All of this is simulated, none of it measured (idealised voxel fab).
The following is a process module called voxel quadruple lines.
FYI the section here is cut, 280 nm wide, cells are 5 nm squares.
If you're reading a cross-section in this doc, picture square cells in a grid; it comes to you as bands, top ones listed first down to the bottom, and a band can be one or more rows of cells. The band entry comprises the height of the band's top followed by the height of its bottom, expressed in nm, and subsequently the band's materials from left to right, each stated together with its width in nm. Where a single material is marked with the word "everywhere", that material fills the band from edge to edge. The word "empty" represents empty space. Ref level 0: as-received wafer is one material below here. Bottom band extends down with no lower bound ("0 and below"). Width: "30->40" (first number = top row, second number = bottom row, same change from row to row of cells). Key: "everything unchanged" - step with no changed cell in the cross-section. "Closed void listing" specifies each empty space that is not open to the top and that occupies no fewer than 8 cells, using the form width x height at distance, the distance measured from the left edge and all three quantities in nm. Formally, on a step line, whatever follows the settings is a remark that the simulator itself makes on the step. overlay nm: mask right of planned place by this much (step with mask). Neg. = left.

THE PROCESS STEPS THAT WERE PLANNED ARE LISTED BELOW
1,RECEIVE,material Si
2,CONFORMAL_DEP,material SiO2,thk nm 5
3,DIRECTIONAL_DEP,material W,thk nm 15
4,DIRECTIONAL_DEP,material polySi,thk nm 20
5,DIRECTIONAL_DEP,material aC,thk nm 20
6,PATTERN,tone cover,mask id MANDREL,material resist,width nm 15,thk nm 30,overlay nm 0
7,DIRECTIONAL_ETCH,etch materials aC,depth nm 20
8,STRIP,etch materials resist
9,CONFORMAL_DEP,material SiO2,thk nm 15
10,DIRECTIONAL_ETCH,etch materials SiO2,depth nm 15
11,STRIP,etch materials aC
12,DIRECTIONAL_ETCH,etch materials polySi,depth nm 20
13,STRIP,etch materials SiO2
14,CONFORMAL_DEP,material SiCN,thk nm 5
15,DIRECTIONAL_ETCH,etch materials SiCN,depth nm 5
16,STRIP,etch materials polySi
17,DIRECTIONAL_ETCH,etch materials W,depth nm 15
18,STRIP,etch materials SiCN
Variable across wafers: step 6 width nm (plan value is that of the first wafer; starting state common to all).

CROSS-SECTION: THE FIRST OF SEVERAL WAFERS IN ITS AS-RECEIVED STATE, I.E. FOLLOWING STEP 1
* 0 and below: Si everywhere
* Closed void listing: none

HERE IS THE CROSS-SECTION OF THE FIRST OF SEVERAL WAFERS AT THE END OF THE MODULE, AFTER ITS LAST STEP, STEP 18
* 20 down to 5: 110 empty  5 W  15 empty  5 W  5 empty  5 W  15 empty  5 W  115 empty
* 5 down to 0: SiO2 everywhere
* 0 and below: Si everywhere
* Closed void listing: none

LAST WAFER X-SEC, END OF MODULE
* 20 down to 5: 100 empty  5 W  15 empty  5 W  30 empty  5 W  15 empty  5 W  100 empty
* 5 down to 0: SiO2 everywhere
* 0 and below: Si everywhere
* Closed void listing: none

QUICK KEY FOR THE TABLE: A ROW PER WAFER, TAKEN AT THE END OF THE MODULE. FOR EACH MATERIAL IT TELLS YOU HOW MANY CELLS THE WAFER GAINED (+) OR LOST (-) SINCE IT CAME IN, AND THE CLOSED VOIDS COME AFTER
width nm 15 | +56 SiO2 | +12 W | Closed void listing: none
width nm 20 | +56 SiO2 | +12 W | Closed void listing: none
width nm 25 | +56 SiO2 | +12 W | Closed void listing: none
width nm 30 | +56 SiO2 | +12 W | Closed void listing: none
width nm 35 | +56 SiO2 | +12 W | Closed void listing: none
width nm 40 | +56 SiO2 | +12 W | Closed void listing: none
